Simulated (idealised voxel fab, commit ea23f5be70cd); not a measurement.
process module | voxel self aligned contacts
270 nm wide, 5 nm square cells: that's cross-section cut.
When this document writes out a cross-section, it uses a grid of square cells and lists it as bands, beginning at the top and moving down, with a band standing for one or more rows of cells. Heights first: top, then bottom, in nm. Then materials, left to right, each with a width in nm. "edge to edge" on a single material: fills the band edge to edge. "air": empty space. Heights are expressed relative to 0, this being the level below which the as-received wafer comprises one material exclusively. The lowest band is unbounded in the downward direction and is denoted as in "0 nm and below". When a width is written as two numbers, as in "30->40", the first number is the width in the top row of cells of the band and the second is the width in its bottom row, and the width changes by the same amount from each row to the next. No cell of the cross-section changed in a step that is given as "remains unaltered". Closed-off voids of 8+ cells (no open route to the top) go in "Completely sealed voids", written width x height at distance from the left edge, in nm. On a step's line, text after the settings is the simulator commenting on that step. Regarding "overlay nm": on a step with a mask, it is the distance the mask lay to the right of its planned place; a negative value places it to the left.
THE STEPS PLANNED FOR THE PROCESS ARE AS FOLLOWS
1. RECEIVE (material Si)
2. CONFORMAL_DEP (material SiO2; thk nm 5)
3. DIRECTIONAL_DEP (material polySi; thk nm 25)
4. DIRECTIONAL_DEP (material SiN; thk nm 25)
5. DIRECTIONAL_DEP (material aC; thk nm 10)
6. PATTERN (tone cover; mask id GATE; material resist; width nm 30; pitch nm 75; thk nm 25; overlay nm 0)
7. DIRECTIONAL_ETCH (etch materials aC; depth nm 10)
8. STRIP (etch materials resist)
9. DIRECTIONAL_ETCH (etch materials SiN; depth nm 25)
10. DIRECTIONAL_ETCH (etch materials polySi; depth nm 25)
11. STRIP (etch materials aC)
12. CONFORMAL_DEP (material SiN; thk nm 10)
13. DIRECTIONAL_ETCH (etch materials SiN; depth nm 10)
14. FILL_DEP (material SiO2; thk nm 10)
15. CMP (height nm 60)
16. DIRECTIONAL_DEP (material aC; thk nm 10)
17. PATTERN (tone open; mask id CONTACT; material resist; width nm 55; thk nm 30; overlay nm 0)
18. DIRECTIONAL_ETCH (etch materials aC; depth nm 10)
19. STRIP (etch materials resist)
20. DIRECTIONAL_ETCH (etch materials SiO2; depth nm 60)
21. STRIP (etch materials aC)
22. CONFORMAL_DEP (material TiN; thk nm 5)
23. FILL_DEP (material W; thk nm 5)
24. CMP (height nm 60)
25. CONFORMAL_DEP (material SiCN; thk nm 5)
THE FIRST OF THE TWO WAFERS, WHICH RAN AS PLANNED
CROSS-SECTIONAL VIEW OF THE WAFER IN ITS AS-RECEIVED CONDITION, CORRESPONDING TO THE STATE AFTER STEP 1
0 nm and below = Si edge to edge
Completely sealed voids: none
THE WAFER IN CROSS-SECTION ONCE STEP 2 IS COMPLETE
5 nm to 0 nm = SiO2 edge to edge
For the remainder of the cross-section, below 0, there is no change.
THE WAFER IN CROSS-SECTION ONCE STEP 3 IS COMPLETE
30 nm to 5 nm = polySi edge to edge
For the remainder of the cross-section, below 5, there is no change.
THE WAFER IN CROSS-SECTION ONCE STEP 4 IS COMPLETE
55 nm to 30 nm = SiN edge to edge
For the remainder of the cross-section, below 30, there is no change.
THE WAFER IN CROSS-SECTION ONCE STEP 5 IS COMPLETE
65 nm to 55 nm = aC edge to edge
For the remainder of the cross-section, below 55, there is no change.
THE WAFER IN CROSS-SECTION ONCE STEP 6 IS COMPLETE
90 nm to 65 nm = 80 air, 30 resist, 45 air, 30 resist, 85 air
For the remainder of the cross-section, below 65, there is no change.
THE WAFER IN CROSS-SECTION ONCE STEP 7 IS COMPLETE
80 nm to 65 nm = 80 air, 30 resist, 45 air, 30 resist, 85 air
65 nm to 55 nm = 80 air, 30 aC, 45 air, 30 aC, 85 air
For the remainder of the cross-section, below 55, there is no change.
THE WAFER IN CROSS-SECTION ONCE STEP 8 IS COMPLETE
65 nm to 55 nm = 80 air, 30 aC, 45 air, 30 aC, 85 air
For the remainder of the cross-section, below 55, there is no change.
THE WAFER IN CROSS-SECTION ONCE STEP 9 IS COMPLETE
65 nm to 55 nm = 80 air, 30 aC, 45 air, 30 aC, 85 air
55 nm to 30 nm = 80 air, 30 SiN, 45 air, 30 SiN, 85 air
For the remainder of the cross-section, below 30, there is no change.
THE WAFER IN CROSS-SECTION ONCE STEP 10 IS COMPLETE
65 nm to 55 nm = 80 air, 30 aC, 45 air, 30 aC, 85 air
55 nm to 30 nm = 80 air, 30 SiN, 45 air, 30 SiN, 85 air
30 nm to 5 nm = 80 air, 30 polySi, 45 air, 30 polySi, 85 air
For the remainder of the cross-section, below 5, there is no change.
THE WAFER IN CROSS-SECTION ONCE STEP 11 IS COMPLETE
55 nm to 30 nm = 80 air, 30 SiN, 45 air, 30 SiN, 85 air
For the remainder of the cross-section, below 30, there is no change.
THE WAFER IN CROSS-SECTION ONCE STEP 12 IS COMPLETE
65 nm to 30 nm = 70 air, 50 SiN, 25 air, 50 SiN, 75 air
30 nm to 15 nm = 70 air, 10 SiN, 30 polySi, 10 SiN, 25 air, 10 SiN, 30 polySi, 10 SiN, 75 air
15 nm to 5 nm = 80 SiN, 30 polySi, 45 SiN, 30 polySi, 85 SiN
For the remainder of the cross-section, below 5, there is no change.
THE WAFER IN CROSS-SECTION ONCE STEP 13 IS COMPLETE
55 nm to 30 nm = 70 air, 50 SiN, 25 air, 50 SiN, 75 air
30 nm to 5 nm = 70 air, 10 SiN, 30 polySi, 10 SiN, 25 air, 10 SiN, 30 polySi, 10 SiN, 75 air
For the remainder of the cross-section, below 5, there is no change.
THE WAFER IN CROSS-SECTION ONCE STEP 14 IS COMPLETE
65 nm to 55 nm = SiO2 edge to edge
55 nm to 30 nm = 70 SiO2, 50 SiN, 25 SiO2, 50 SiN, 75 SiO2
30 nm to 5 nm = 70 SiO2, 10 SiN, 30 polySi, 10 SiN, 25 SiO2, 10 SiN, 30 polySi, 10 SiN, 75 SiO2
For the remainder of the cross-section, below 5, there is no change.
THE WAFER IN CROSS-SECTION ONCE STEP 15 IS COMPLETE
60 nm to 55 nm = SiO2 edge to edge
For the remainder of the cross-section, below 55, there is no change.
THE WAFER IN CROSS-SECTION ONCE STEP 16 IS COMPLETE
70 nm to 60 nm = aC edge to edge
For the remainder of the cross-section, below 60, there is no change.
THE WAFER IN CROSS-SECTION ONCE STEP 17 IS COMPLETE
100 nm to 70 nm = 105 resist, 55 air, 110 resist
For the remainder of the cross-section, below 70, there is no change.
THE WAFER IN CROSS-SECTION ONCE STEP 18 IS COMPLETE
90 nm to 70 nm = 105 resist, 55 air, 110 resist
70 nm to 60 nm = 105 aC, 55 air, 110 aC
For the remainder of the cross-section, below 60, there is no change.
THE WAFER IN CROSS-SECTION ONCE STEP 19 IS COMPLETE
70 nm to 60 nm = 105 aC, 55 air, 110 aC
For the remainder of the cross-section, below 60, there is no change.
THE WAFER IN CROSS-SECTION ONCE STEP 20 IS COMPLETE
70 nm to 60 nm = 105 aC, 55 air, 110 aC
60 nm to 55 nm = 105 SiO2, 55 air, 110 SiO2
55 nm to 30 nm = 70 SiO2, 50 SiN, 25 air, 50 SiN, 75 SiO2
30 nm to 5 nm = 70 SiO2, 10 SiN, 30 polySi, 10 SiN, 25 air, 10 SiN, 30 polySi, 10 SiN, 75 SiO2
5 nm to 0 nm = 120 SiO2, 25 air, 125 SiO2
For the remainder of the cross-section, below 0, there is no change.
THE WAFER IN CROSS-SECTION ONCE STEP 21 IS COMPLETE
60 nm to 55 nm = 105 SiO2, 55 air, 110 SiO2
For the remainder of the cross-section, below 55, there is no change.
THE WAFER IN CROSS-SECTION ONCE STEP 22 IS COMPLETE
65 nm to 60 nm = 110 TiN, 45 air, 115 TiN
60 nm to 55 nm = 105 SiO2, 20 TiN, 15 air, 20 TiN, 110 SiO2
55 nm to 30 nm = 70 SiO2, 50 SiN, 5 TiN, 15 air, 5 TiN, 50 SiN, 75 SiO2
30 nm to 5 nm = 70 SiO2, 10 SiN, 30 polySi, 10 SiN, 5 TiN, 15 air, 5 TiN, 10 SiN, 30 polySi, 10 SiN, 75 SiO2
5 nm to 0 nm = 120 SiO2, 25 TiN, 125 SiO2
For the remainder of the cross-section, below 0, there is no change.
THE WAFER IN CROSS-SECTION ONCE STEP 23 IS COMPLETE
70 nm to 65 nm = W edge to edge
65 nm to 60 nm = 110 TiN, 45 W, 115 TiN
60 nm to 55 nm = 105 SiO2, 20 TiN, 15 W, 20 TiN, 110 SiO2
55 nm to 30 nm = 70 SiO2, 50 SiN, 5 TiN, 15 W, 5 TiN, 50 SiN, 75 SiO2
30 nm to 5 nm = 70 SiO2, 10 SiN, 30 polySi, 10 SiN, 5 TiN, 15 W, 5 TiN, 10 SiN, 30 polySi, 10 SiN, 75 SiO2
For the remainder of the cross-section, below 5, there is no change.
THE WAFER IN CROSS-SECTION ONCE STEP 24 IS COMPLETE
60 nm to 55 nm = 105 SiO2, 20 TiN, 15 W, 20 TiN, 110 SiO2
For the remainder of the cross-section, below 55, there is no change.
THE WAFER IN CROSS-SECTION ONCE STEP 25 IS COMPLETE
65 nm to 60 nm = SiCN edge to edge
For the remainder of the cross-section, below 60, there is no change.
SECOND WAFER, SAME STARTING STATE AND PLAN AS THE FIRST, ONE MISTAKE IN THE RUN, IDENTICAL THROUGH STEP 1
CROSS-SECTIONAL VIEW OF THE SECOND WAFER AT THE INTENDED END TIME OF PROCESS STEP 2
5 nm to 0 nm = polySi edge to edge
For the remainder of the cross-section, below 0, there is no change.
CROSS-SECTIONAL VIEW OF THE SECOND WAFER AT THE INTENDED END TIME OF PROCESS STEP 3
30 nm to 0 nm = polySi edge to edge
For the remainder of the cross-section, below 0, there is no change.
CROSS-SECTIONAL VIEW OF THE SECOND WAFER AT THE INTENDED END TIME OF PROCESS STEP 4
55 nm to 30 nm = SiN edge to edge
For the remainder of the cross-section, below 30, there is no change.
CROSS-SECTIONAL VIEW OF THE SECOND WAFER AT THE INTENDED END TIME OF PROCESS STEP 5
65 nm to 55 nm = aC edge to edge
For the remainder of the cross-section, below 55, there is no change.
CROSS-SECTIONAL VIEW OF THE SECOND WAFER AT THE INTENDED END TIME OF PROCESS STEP 6
90 nm to 65 nm = 80 air, 30 resist, 45 air, 30 resist, 85 air
For the remainder of the cross-section, below 65, there is no change.
CROSS-SECTIONAL VIEW OF THE SECOND WAFER AT THE INTENDED END TIME OF PROCESS STEP 7
80 nm to 65 nm = 80 air, 30 resist, 45 air, 30 resist, 85 air
65 nm to 55 nm = 80 air, 30 aC, 45 air, 30 aC, 85 air
For the remainder of the cross-section, below 55, there is no change.
CROSS-SECTIONAL VIEW OF THE SECOND WAFER AT THE INTENDED END TIME OF PROCESS STEP 8
65 nm to 55 nm = 80 air, 30 aC, 45 air, 30 aC, 85 air
For the remainder of the cross-section, below 55, there is no change.
CROSS-SECTIONAL VIEW OF THE SECOND WAFER AT THE INTENDED END TIME OF PROCESS STEP 9
65 nm to 55 nm = 80 air, 30 aC, 45 air, 30 aC, 85 air
55 nm to 30 nm = 80 air, 30 SiN, 45 air, 30 SiN, 85 air
For the remainder of the cross-section, below 30, there is no change.
CROSS-SECTIONAL VIEW OF THE SECOND WAFER AT THE INTENDED END TIME OF PROCESS STEP 10
65 nm to 55 nm = 80 air, 30 aC, 45 air, 30 aC, 85 air
55 nm to 30 nm = 80 air, 30 SiN, 45 air, 30 SiN, 85 air
30 nm to 5 nm = 80 air, 30 polySi, 45 air, 30 polySi, 85 air
For the remainder of the cross-section, below 5, there is no change.
CROSS-SECTIONAL VIEW OF THE SECOND WAFER AT THE INTENDED END TIME OF PROCESS STEP 11
55 nm to 30 nm = 80 air, 30 SiN, 45 air, 30 SiN, 85 air
For the remainder of the cross-section, below 30, there is no change.
CROSS-SECTIONAL VIEW OF THE SECOND WAFER AT THE INTENDED END TIME OF PROCESS STEP 12
65 nm to 30 nm = 70 air, 50 SiN, 25 air, 50 SiN, 75 air
30 nm to 15 nm = 70 air, 10 SiN, 30 polySi, 10 SiN, 25 air, 10 SiN, 30 polySi, 10 SiN, 75 air
15 nm to 5 nm = 80 SiN, 30 polySi, 45 SiN, 30 polySi, 85 SiN
For the remainder of the cross-section, below 5, there is no change.
CROSS-SECTIONAL VIEW OF THE SECOND WAFER AT THE INTENDED END TIME OF PROCESS STEP 13
55 nm to 30 nm = 70 air, 50 SiN, 25 air, 50 SiN, 75 air
30 nm to 5 nm = 70 air, 10 SiN, 30 polySi, 10 SiN, 25 air, 10 SiN, 30 polySi, 10 SiN, 75 air
For the remainder of the cross-section, below 5, there is no change.
CROSS-SECTIONAL VIEW OF THE SECOND WAFER AT THE INTENDED END TIME OF PROCESS STEP 14
65 nm to 55 nm = SiO2 edge to edge
55 nm to 30 nm = 70 SiO2, 50 SiN, 25 SiO2, 50 SiN, 75 SiO2
30 nm to 5 nm = 70 SiO2, 10 SiN, 30 polySi, 10 SiN, 25 SiO2, 10 SiN, 30 polySi, 10 SiN, 75 SiO2
For the remainder of the cross-section, below 5, there is no change.
CROSS-SECTIONAL VIEW OF THE SECOND WAFER AT THE INTENDED END TIME OF PROCESS STEP 15
60 nm to 55 nm = SiO2 edge to edge
For the remainder of the cross-section, below 55, there is no change.
CROSS-SECTIONAL VIEW OF THE SECOND WAFER AT THE INTENDED END TIME OF PROCESS STEP 16
70 nm to 60 nm = aC edge to edge
For the remainder of the cross-section, below 60, there is no change.
CROSS-SECTIONAL VIEW OF THE SECOND WAFER AT THE INTENDED END TIME OF PROCESS STEP 17
100 nm to 70 nm = 105 resist, 55 air, 110 resist
For the remainder of the cross-section, below 70, there is no change.
CROSS-SECTIONAL VIEW OF THE SECOND WAFER AT THE INTENDED END TIME OF PROCESS STEP 18
90 nm to 70 nm = 105 resist, 55 air, 110 resist
70 nm to 60 nm = 105 aC, 55 air, 110 aC
For the remainder of the cross-section, below 60, there is no change.
CROSS-SECTIONAL VIEW OF THE SECOND WAFER AT THE INTENDED END TIME OF PROCESS STEP 19
70 nm to 60 nm = 105 aC, 55 air, 110 aC
For the remainder of the cross-section, below 60, there is no change.
CROSS-SECTIONAL VIEW OF THE SECOND WAFER AT THE INTENDED END TIME OF PROCESS STEP 20
70 nm to 60 nm = 105 aC, 55 air, 110 aC
60 nm to 55 nm = 105 SiO2, 55 air, 110 SiO2
55 nm to 30 nm = 70 SiO2, 50 SiN, 25 air, 50 SiN, 75 SiO2
30 nm to 5 nm = 70 SiO2, 10 SiN, 30 polySi, 10 SiN, 25 air, 10 SiN, 30 polySi, 10 SiN, 75 SiO2
For the remainder of the cross-section, below 5, there is no change.
CROSS-SECTIONAL VIEW OF THE SECOND WAFER AT THE INTENDED END TIME OF PROCESS STEP 21
60 nm to 55 nm = 105 SiO2, 55 air, 110 SiO2
For the remainder of the cross-section, below 55, there is no change.
CROSS-SECTIONAL VIEW OF THE SECOND WAFER AT THE INTENDED END TIME OF PROCESS STEP 22
65 nm to 60 nm = 110 TiN, 45 air, 115 TiN
60 nm to 55 nm = 105 SiO2, 20 TiN, 15 air, 20 TiN, 110 SiO2
55 nm to 30 nm = 70 SiO2, 50 SiN, 5 TiN, 15 air, 5 TiN, 50 SiN, 75 SiO2
30 nm to 10 nm = 70 SiO2, 10 SiN, 30 polySi, 10 SiN, 5 TiN, 15 air, 5 TiN, 10 SiN, 30 polySi, 10 SiN, 75 SiO2
10 nm to 5 nm = 70 SiO2, 10 SiN, 30 polySi, 10 SiN, 25 TiN, 10 SiN, 30 polySi, 10 SiN, 75 SiO2
For the remainder of the cross-section, below 5, there is no change.
CROSS-SECTIONAL VIEW OF THE SECOND WAFER AT THE INTENDED END TIME OF PROCESS STEP 23
70 nm to 65 nm = W edge to edge
65 nm to 60 nm = 110 TiN, 45 W, 115 TiN
60 nm to 55 nm = 105 SiO2, 20 TiN, 15 W, 20 TiN, 110 SiO2
55 nm to 30 nm = 70 SiO2, 50 SiN, 5 TiN, 15 W, 5 TiN, 50 SiN, 75 SiO2
30 nm to 10 nm = 70 SiO2, 10 SiN, 30 polySi, 10 SiN, 5 TiN, 15 W, 5 TiN, 10 SiN, 30 polySi, 10 SiN, 75 SiO2
For the remainder of the cross-section, below 10, there is no change.
CROSS-SECTIONAL VIEW OF THE SECOND WAFER AT THE INTENDED END TIME OF PROCESS STEP 24
60 nm to 55 nm = 105 SiO2, 20 TiN, 15 W, 20 TiN, 110 SiO2
For the remainder of the cross-section, below 55, there is no change.
CROSS-SECTIONAL VIEW OF THE SECOND WAFER AT THE INTENDED END TIME OF PROCESS STEP 25
65 nm to 60 nm = SiCN edge to edge
For the remainder of the cross-section, below 60, there is no change.
What went wrong in running the wafer? it should be noted that step 2 was executed with settings other than those planned, the operation and settings actually applied being CONFORMAL_DEP (material polySi; thk nm 5)
Counted in cells at the end, the second wafer holds more or fewer of these materials than the first: SiO2: 49 fewer | TiN: 2 fewer | W: 3 fewer | polySi: 54 more
